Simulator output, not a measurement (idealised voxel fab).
process module | voxel transistor to metal
cross-section cut | 260 nm wide | cells 5 nm
A cross-section is a grid of square cells, given in bands from the top down. A band is one or more rows of cells.
Each band's line starts with the height of the band's top and of its bottom, in nm. Then come its materials from left to right, each with its width in nm. One material with "throughout" fills the band from edge to edge. "air" is empty space.
Height 0 is the level under which the wafer as received is all one material. The lowest band goes on downwards, as in "0 down".
A width such as "30 to 40" changes by the same amount from each row of cells to the next, from the band's top row to its bottom row.
"no change" after a step means that no cell of the cross-section changed.
closed voids: empty space of 8 cells or more with no open way to the top, each as width x height at its distance from the left edge, in nm
after a step's settings: what the simulator itself notes on the step
overlay nm, on a step with a mask: how far to the right of its planned place the mask lay; to the left if negative
plan
1 op RECEIVE | material Si
2 op CONFORMAL_DEP | material SiO2 | thk nm 5
3 op CONFORMAL_DEP | material SiN | thk nm 15
4 op PATTERN | tone cover | mask id ACTIVE | material resist | width nm 90 | pitch nm 120 | thk nm 20 | overlay nm 0
5 op DIRECTIONAL_ETCH | etch materials SiN | depth nm 15
6 op DIRECTIONAL_ETCH | etch materials SiO2 | depth nm 5
7 op DIRECTIONAL_ETCH | etch materials Si | depth nm 30
8 op STRIP | etch materials resist
9 op FILL_DEP | material SiO2 | thk nm 5
10 op CMP | height nm 20
11 op SELECTIVE_ETCH | etch materials SiO2 | depth nm 15
12 op STRIP | etch materials SiN
13 op SELECTIVE_ETCH | etch materials SiO2 | depth nm 5
14 op OXIDIZE | depth nm 5
15 op DIRECTIONAL_DEP | material polySi | thk nm 25
16 op DIRECTIONAL_DEP | material SiCN | thk nm 10
17 op MASKED_ETCH | tone cover | mask id GATE | width nm 20 | pitch nm 120 | etch materials SiCN | depth nm 20 | overlay nm 0
18 op MASKED_ETCH | tone cover | mask id GATE | width nm 20 | pitch nm 120 | etch materials polySi | depth nm 35 | overlay nm 0
19 op CONFORMAL_DEP | material SiN | thk nm 5
20 op DIRECTIONAL_ETCH | etch materials SiN | depth nm 5
21 op DIRECTIONAL_ETCH | etch materials SiO2 | depth nm 5
22 op EPI | material SiGe | thk nm 5
23 op FILL_DEP | material SiO2 | thk nm 5
24 op CMP | height nm 35
25 op DIRECTIONAL_DEP | material SiO2 | thk nm 10
26 op DIRECTIONAL_DEP | material aC | thk nm 15
27 op PATTERN | tone open | mask id CONTACT | material resist | width nm 25 | thk nm 30 | overlay nm 0
28 op DIRECTIONAL_ETCH | etch materials aC | depth nm 15
29 op STRIP | etch materials resist
30 op DIRECTIONAL_ETCH | etch materials SiO2 | depth nm 45
31 op STRIP | etch materials aC
32 op CONFORMAL_DEP | material TiN | thk nm 5
33 op FILL_DEP | material W | thk nm 10
34 op CMP | height nm 45
35 op CONFORMAL_DEP | material SiN | thk nm 5
36 op DIRECTIONAL_DEP | material SiO2 | thk nm 25
37 op DIRECTIONAL_DEP | material aC | thk nm 15
38 op PATTERN | tone open | mask id METAL_1 | material resist | width nm 15 | thk nm 35 | overlay nm 0
39 op DIRECTIONAL_ETCH | etch materials aC | depth nm 15
40 op STRIP | etch materials resist
41 op DIRECTIONAL_ETCH | etch materials SiO2 | depth nm 25
42 op DIRECTIONAL_ETCH | etch materials SiN | depth nm 5
43 op STRIP | etch materials aC
44 op CONFORMAL_DEP | material TiN | thk nm 5
45 op FILL_DEP | material Cu | thk nm 5
46 op CMP | height nm 75
47 op EPI | material Ru | thk nm 5
48 op FILL_DEP | material SiCN | thk nm 5
49 op DIRECTIONAL_DEP | material lowk | thk nm 25
50 op PATTERN | tone open | mask id METAL_2 | material resist | width nm 15 | pitch nm 120 | thk nm 15 | overlay nm 0
51 op DIRECTIONAL_ETCH | etch materials lowk | depth nm 15
52 op STRIP | etch materials resist
53 op DIRECTIONAL_DEP | material aC | thk nm 10
54 op PATTERN | tone open | mask id METAL_2_HOLES | material resist | width nm 15 | pitch nm 120 | thk nm 30 | overlay nm 0
55 op DIRECTIONAL_ETCH | etch materials aC | depth nm 10
56 op STRIP | etch materials resist
57 op DIRECTIONAL_ETCH | etch materials lowk | depth nm 10
58 op DIRECTIONAL_ETCH | etch materials SiCN | depth nm 5
59 op STRIP | etch materials aC
60 op CONFORMAL_DEP | material TiN | thk nm 5
61 op FILL_DEP | material Cu | thk nm 5
62 op CMP | height nm 110
63 op CONFORMAL_DEP | material SiN | thk nm 5
first wafer, as planned
as received, after step 1
  0 down: Si throughout
  closed voids: none
after step 2
  5 to 0: SiO2 throughout
  below 0: unchanged
after step 3
  20 to 5: SiN throughout
  below 5: unchanged
after step 4
  40 to 20: air 25 | resist 90 | air 30 | resist 90 | air 25
  below 20: unchanged
after step 5
  40 to 20: air 25 | resist 90 | air 30 | resist 90 | air 25
  20 to 5: air 25 | SiN 90 | air 30 | SiN 90 | air 25
  below 5: unchanged
after step 6
  40 to 20: air 25 | resist 90 | air 30 | resist 90 | air 25
  20 to 5: air 25 | SiN 90 | air 30 | SiN 90 | air 25
  5 to 0: air 25 | SiO2 90 | air 30 | SiO2 90 | air 25
  below 0: unchanged
after step 7
  40 to 20: air 25 | resist 90 | air 30 | resist 90 | air 25
  20 to 5: air 25 | SiN 90 | air 30 | SiN 90 | air 25
  5 to 0: air 25 | SiO2 90 | air 30 | SiO2 90 | air 25
  0 to -30: air 25 | Si 90 | air 30 | Si 90 | air 25
  below -30: unchanged
after step 8
  20 to 5: air 25 | SiN 90 | air 30 | SiN 90 | air 25
  below 5: unchanged
after step 9
  25 to 20: SiO2 throughout
  20 to 5: SiO2 25 | SiN 90 | SiO2 30 | SiN 90 | SiO2 25
  5 to 0: SiO2 throughout
  0 to -30: SiO2 25 | Si 90 | SiO2 30 | Si 90 | SiO2 25
  below -30: unchanged
after step 10
  20 to 5: SiO2 25 | SiN 90 | SiO2 30 | SiN 90 | SiO2 25
  below 5: unchanged
after step 11
  20 to 5: air 25 | SiN 90 | air 30 | SiN 90 | air 25
  below 5: unchanged
after step 12
  5 to 0: SiO2 throughout
  below 0: unchanged
after step 13
  0 to -30: SiO2 25 | Si 90 | SiO2 30 | Si 90 | SiO2 25
  below -30: unchanged
after step 14
  0 to -5: SiO2 throughout
  below -5: unchanged
after step 15
  25 to 0: polySi throughout
  below 0: unchanged
after step 16
  35 to 25: SiCN throughout
  below 25: unchanged
after step 17
  35 to 25: air 60 | SiCN 20 | air 100 | SiCN 20 | air 60
  below 25: unchanged
after step 18
  35 to 25: air 60 | SiCN 20 | air 100 | SiCN 20 | air 60
  25 to 0: air 60 | polySi 20 | air 100 | polySi 20 | air 60
  below 0: unchanged
after step 19
  40 to 35: air 55 | SiN 30 | air 90 | SiN 30 | air 55
  35 to 25: air 55 | SiN 5 | SiCN 20 | SiN 5 | air 90 | SiN 5 | SiCN 20 | SiN 5 | air 55
  25 to 5: air 55 | SiN 5 | polySi 20 | SiN 5 | air 90 | SiN 5 | polySi 20 | SiN 5 | air 55
  5 to 0: SiN 60 | polySi 20 | SiN 100 | polySi 20 | SiN 60
  below 0: unchanged
after step 20
  35 to 25: air 55 | SiN 5 | SiCN 20 | SiN 5 | air 90 | SiN 5 | SiCN 20 | SiN 5 | air 55
  25 to 0: air 55 | SiN 5 | polySi 20 | SiN 5 | air 90 | SiN 5 | polySi 20 | SiN 5 | air 55
  below 0: unchanged
after step 21
  35 to 25: air 55 | SiN 5 | SiCN 20 | SiN 5 | air 90 | SiN 5 | SiCN 20 | SiN 5 | air 55
  25 to 0: air 55 | SiN 5 | polySi 20 | SiN 5 | air 90 | SiN 5 | polySi 20 | SiN 5 | air 55
  0 to -5: air 55 | SiO2 30 | air 90 | SiO2 30 | air 55
  below -5: unchanged
after step 22
  35 to 25: air 55 | SiN 5 | SiCN 20 | SiN 5 | air 90 | SiN 5 | SiCN 20 | SiN 5 | air 55
  25 to 0: air 55 | SiN 5 | polySi 20 | SiN 5 | air 90 | SiN 5 | polySi 20 | SiN 5 | air 55
  0 to -5: air 20 | SiGe 35 | SiO2 30 | SiGe 35 | air 20 | SiGe 35 | SiO2 30 | SiGe 35 | air 20
  below -5: unchanged
after step 23
  40 to 35: SiO2 throughout
  35 to 25: SiO2 55 | SiN 5 | SiCN 20 | SiN 5 | SiO2 90 | SiN 5 | SiCN 20 | SiN 5 | SiO2 55
  25 to 0: SiO2 55 | SiN 5 | polySi 20 | SiN 5 | SiO2 90 | SiN 5 | polySi 20 | SiN 5 | SiO2 55
  0 to -5: SiO2 20 | SiGe 35 | SiO2 30 | SiGe 35 | SiO2 20 | SiGe 35 | SiO2 30 | SiGe 35 | SiO2 20
  below -5: unchanged
after step 24
  35 to 25: SiO2 55 | SiN 5 | SiCN 20 | SiN 5 | SiO2 90 | SiN 5 | SiCN 20 | SiN 5 | SiO2 55
  below 25: unchanged
after step 25
  45 to 35: SiO2 throughout
  below 35: unchanged
after step 26
  60 to 45: aC throughout
  below 45: unchanged
after step 27
  90 to 60: resist 30 | air 25 | resist 30 | air 25 | resist 40 | air 25 | resist 30 | air 25 | resist 30
  below 60: unchanged
after step 28
  75 to 60: resist 30 | air 25 | resist 30 | air 25 | resist 40 | air 25 | resist 30 | air 25 | resist 30
  60 to 45: aC 30 | air 25 | aC 30 | air 25 | aC 40 | air 25 | aC 30 | air 25 | aC 30
  below 45: unchanged
after step 29
  60 to 45: aC 30 | air 25 | aC 30 | air 25 | aC 40 | air 25 | aC 30 | air 25 | aC 30
  below 45: unchanged
after step 30
  60 to 45: aC 30 | air 25 | aC 30 | air 25 | aC 40 | air 25 | aC 30 | air 25 | aC 30
  45 to 35: SiO2 30 | air 25 | SiO2 30 | air 25 | SiO2 40 | air 25 | SiO2 30 | air 25 | SiO2 30
  35 to 25: SiO2 30 | air 25 | SiN 5 | SiCN 20 | SiN 5 | air 25 | SiO2 40 | air 25 | SiN 5 | SiCN 20 | SiN 5 | air 25 | SiO2 30
  25 to 0: SiO2 30 | air 25 | SiN 5 | polySi 20 | SiN 5 | air 25 | SiO2 40 | air 25 | SiN 5 | polySi 20 | SiN 5 | air 25 | SiO2 30
  below 0: unchanged
after step 31
  45 to 35: SiO2 30 | air 25 | SiO2 30 | air 25 | SiO2 40 | air 25 | SiO2 30 | air 25 | SiO2 30
  below 35: unchanged
after step 32
  50 to 45: TiN 35 | air 15 | TiN 40 | air 15 | TiN 50 | air 15 | TiN 40 | air 15 | TiN 35
  45 to 35: SiO2 30 | TiN 5 | air 15 | TiN 5 | SiO2 30 | TiN 5 | air 15 | TiN 5 | SiO2 40 | TiN 5 | air 15 | TiN 5 | SiO2 30 | TiN 5 | air 15 | TiN 5 | SiO2 30
  35 to 25: SiO2 30 | TiN 5 | air 15 | TiN 5 | SiN 5 | SiCN 20 | SiN 5 | TiN 5 | air 15 | TiN 5 | SiO2 40 | TiN 5 | air 15 | TiN 5 | SiN 5 | SiCN 20 | SiN 5 | TiN 5 | air 15 | TiN 5 | SiO2 30
  25 to 5: SiO2 30 | TiN 5 | air 15 | TiN 5 | SiN 5 | polySi 20 | SiN 5 | TiN 5 | air 15 | TiN 5 | SiO2 40 | TiN 5 | air 15 | TiN 5 | SiN 5 | polySi 20 | SiN 5 | TiN 5 | air 15 | TiN 5 | SiO2 30
  5 to 0: SiO2 30 | TiN 25 | SiN 5 | polySi 20 | SiN 5 | TiN 25 | SiO2 40 | TiN 25 | SiN 5 | polySi 20 | SiN 5 | TiN 25 | SiO2 30
  below 0: unchanged
after step 33
  60 to 50: W throughout
  50 to 45: TiN 35 | W 15 | TiN 40 | W 15 | TiN 50 | W 15 | TiN 40 | W 15 | TiN 35
  45 to 35: SiO2 30 | TiN 5 | W 15 | TiN 5 | SiO2 30 | TiN 5 | W 15 | TiN 5 | SiO2 40 | TiN 5 | W 15 | TiN 5 | SiO2 30 | TiN 5 | W 15 | TiN 5 | SiO2 30
  35 to 25: SiO2 30 | TiN 5 | W 15 | TiN 5 | SiN 5 | SiCN 20 | SiN 5 | TiN 5 | W 15 | TiN 5 | SiO2 40 | TiN 5 | W 15 | TiN 5 | SiN 5 | SiCN 20 | SiN 5 | TiN 5 | W 15 | TiN 5 | SiO2 30
  25 to 5: SiO2 30 | TiN 5 | W 15 | TiN 5 | SiN 5 | polySi 20 | SiN 5 | TiN 5 | W 15 | TiN 5 | SiO2 40 | TiN 5 | W 15 | TiN 5 | SiN 5 | polySi 20 | SiN 5 | TiN 5 | W 15 | TiN 5 | SiO2 30
  below 5: unchanged
after step 34
  45 to 35: SiO2 30 | TiN 5 | W 15 | TiN 5 | SiO2 30 | TiN 5 | W 15 | TiN 5 | SiO2 40 | TiN 5 | W 15 | TiN 5 | SiO2 30 | TiN 5 | W 15 | TiN 5 | SiO2 30
  below 35: unchanged
after step 35
  50 to 45: SiN throughout
  below 45: unchanged
after step 36
  75 to 50: SiO2 throughout
  below 50: unchanged
after step 37
  90 to 75: aC throughout
  below 75: unchanged
after step 38
  125 to 90: resist 30 | air 15 | resist 50 | air 15 | resist 40 | air 15 | resist 50 | air 15 | resist 30
  below 90: unchanged
after step 39
  110 to 90: resist 30 | air 15 | resist 50 | air 15 | resist 40 | air 15 | resist 50 | air 15 | resist 30
  90 to 75: aC 30 | air 15 | aC 50 | air 15 | aC 40 | air 15 | aC 50 | air 15 | aC 30
  below 75: unchanged
after step 40
  90 to 75: aC 30 | air 15 | aC 50 | air 15 | aC 40 | air 15 | aC 50 | air 15 | aC 30
  below 75: unchanged
after step 41
  90 to 75: aC 30 | air 15 | aC 50 | air 15 | aC 40 | air 15 | aC 50 | air 15 | aC 30
  75 to 50: SiO2 30 | air 15 | SiO2 50 | air 15 | SiO2 40 | air 15 | SiO2 50 | air 15 | SiO2 30
  below 50: unchanged
after step 42
  90 to 75: aC 30 | air 15 | aC 50 | air 15 | aC 40 | air 15 | aC 50 | air 15 | aC 30
  75 to 50: SiO2 30 | air 15 | SiO2 50 | air 15 | SiO2 40 | air 15 | SiO2 50 | air 15 | SiO2 30
  50 to 45: SiN 30 | air 15 | SiN 50 | air 15 | SiN 40 | air 15 | SiN 50 | air 15 | SiN 30
  below 45: unchanged
after step 43
  75 to 50: SiO2 30 | air 15 | SiO2 50 | air 15 | SiO2 40 | air 15 | SiO2 50 | air 15 | SiO2 30
  below 50: unchanged
after step 44
  80 to 75: TiN 35 | air 5 | TiN 60 | air 5 | TiN 50 | air 5 | TiN 60 | air 5 | TiN 35
  75 to 50: SiO2 30 | TiN 5 | air 5 | TiN 5 | SiO2 50 | TiN 5 | air 5 | TiN 5 | SiO2 40 | TiN 5 | air 5 | TiN 5 | SiO2 50 | TiN 5 | air 5 | TiN 5 | SiO2 30
  50 to 45: SiN 30 | TiN 15 | SiN 50 | TiN 15 | SiN 40 | TiN 15 | SiN 50 | TiN 15 | SiN 30
  below 45: unchanged
after step 45
  85 to 80: Cu throughout
  80 to 75: TiN 35 | Cu 5 | TiN 60 | Cu 5 | TiN 50 | Cu 5 | TiN 60 | Cu 5 | TiN 35
  75 to 50: SiO2 30 | TiN 5 | Cu 5 | TiN 5 | SiO2 50 | TiN 5 | Cu 5 | TiN 5 | SiO2 40 | TiN 5 | Cu 5 | TiN 5 | SiO2 50 | TiN 5 | Cu 5 | TiN 5 | SiO2 30
  below 50: unchanged
after step 46
  75 to 50: SiO2 30 | TiN 5 | Cu 5 | TiN 5 | SiO2 50 | TiN 5 | Cu 5 | TiN 5 | SiO2 40 | TiN 5 | Cu 5 | TiN 5 | SiO2 50 | TiN 5 | Cu 5 | TiN 5 | SiO2 30
  below 50: unchanged
after step 47
  80 to 75: air 25 | Ru 25 | air 40 | Ru 25 | air 30 | Ru 25 | air 40 | Ru 25 | air 25
  below 75: unchanged
after step 48
  85 to 80: SiCN throughout
  80 to 75: SiCN 25 | Ru 25 | SiCN 40 | Ru 25 | SiCN 30 | Ru 25 | SiCN 40 | Ru 25 | SiCN 25
  below 75: unchanged
after step 49
  110 to 85: lowk throughout
  below 85: unchanged
after step 50
  125 to 110: resist 30 | air 15 | resist 105 | air 15 | resist 95
  below 110: unchanged
after step 51
  125 to 110: resist 30 | air 15 | resist 105 | air 15 | resist 95
  110 to 95: lowk 30 | air 15 | lowk 105 | air 15 | lowk 95
  below 95: unchanged
after step 52
  110 to 95: lowk 30 | air 15 | lowk 105 | air 15 | lowk 95
  below 95: unchanged
after step 53
  120 to 110: aC 30 | air 15 | aC 105 | air 15 | aC 95
  110 to 105: lowk 30 | air 15 | lowk 105 | air 15 | lowk 95
  105 to 95: lowk 30 | aC 15 | lowk 105 | aC 15 | lowk 95
  below 95: unchanged
after step 54
  150 to 120: resist 30 | air 15 | resist 105 | air 15 | resist 95
  below 120: unchanged
after step 55
  140 to 120: resist 30 | air 15 | resist 105 | air 15 | resist 95
  120 to 110: aC 30 | air 15 | aC 105 | air 15 | aC 95
  110 to 95: lowk 30 | air 15 | lowk 105 | air 15 | lowk 95
  below 95: unchanged
after step 56
  120 to 110: aC 30 | air 15 | aC 105 | air 15 | aC 95
  below 110: unchanged
after step 57
  120 to 110: aC 30 | air 15 | aC 105 | air 15 | aC 95
  110 to 85: lowk 30 | air 15 | lowk 105 | air 15 | lowk 95
  below 85: unchanged
after step 58
  120 to 110: aC 30 | air 15 | aC 105 | air 15 | aC 95
  110 to 85: lowk 30 | air 15 | lowk 105 | air 15 | lowk 95
  85 to 80: SiCN 30 | air 15 | SiCN 105 | air 15 | SiCN 95
  below 80: unchanged
after step 59
  110 to 85: lowk 30 | air 15 | lowk 105 | air 15 | lowk 95
  below 85: unchanged
after step 60
  115 to 110: TiN 35 | air 5 | TiN 115 | air 5 | TiN 100
  110 to 85: lowk 30 | TiN 5 | air 5 | TiN 5 | lowk 105 | TiN 5 | air 5 | TiN 5 | lowk 95
  85 to 80: SiCN 30 | TiN 15 | SiCN 105 | TiN 15 | SiCN 95
  below 80: unchanged
after step 61
  120 to 115: Cu throughout
  115 to 110: TiN 35 | Cu 5 | TiN 115 | Cu 5 | TiN 100
  110 to 85: lowk 30 | TiN 5 | Cu 5 | TiN 5 | lowk 105 | TiN 5 | Cu 5 | TiN 5 | lowk 95
  below 85: unchanged
after step 62
  110 to 85: lowk 30 | TiN 5 | Cu 5 | TiN 5 | lowk 105 | TiN 5 | Cu 5 | TiN 5 | lowk 95
  below 85: unchanged
after step 63
  115 to 110: SiN throughout
  below 110: unchanged
second wafer: like start, like plan, one mistake. Through step 61 it matches the first wafer
when step 62 should have ended
  105 to 85: lowk 30 | TiN 5 | Cu 5 | TiN 5 | lowk 105 | TiN 5 | Cu 5 | TiN 5 | lowk 95
  below 85: unchanged
when step 63 should have ended
  110 to 105: SiN throughout
  below 105: unchanged
what went wrong: step 62 ran as: op CMP | height nm 105
at the end the second wafer has, in cells: 2 fewer of Cu | 4 fewer of TiN | 46 fewer of lowk
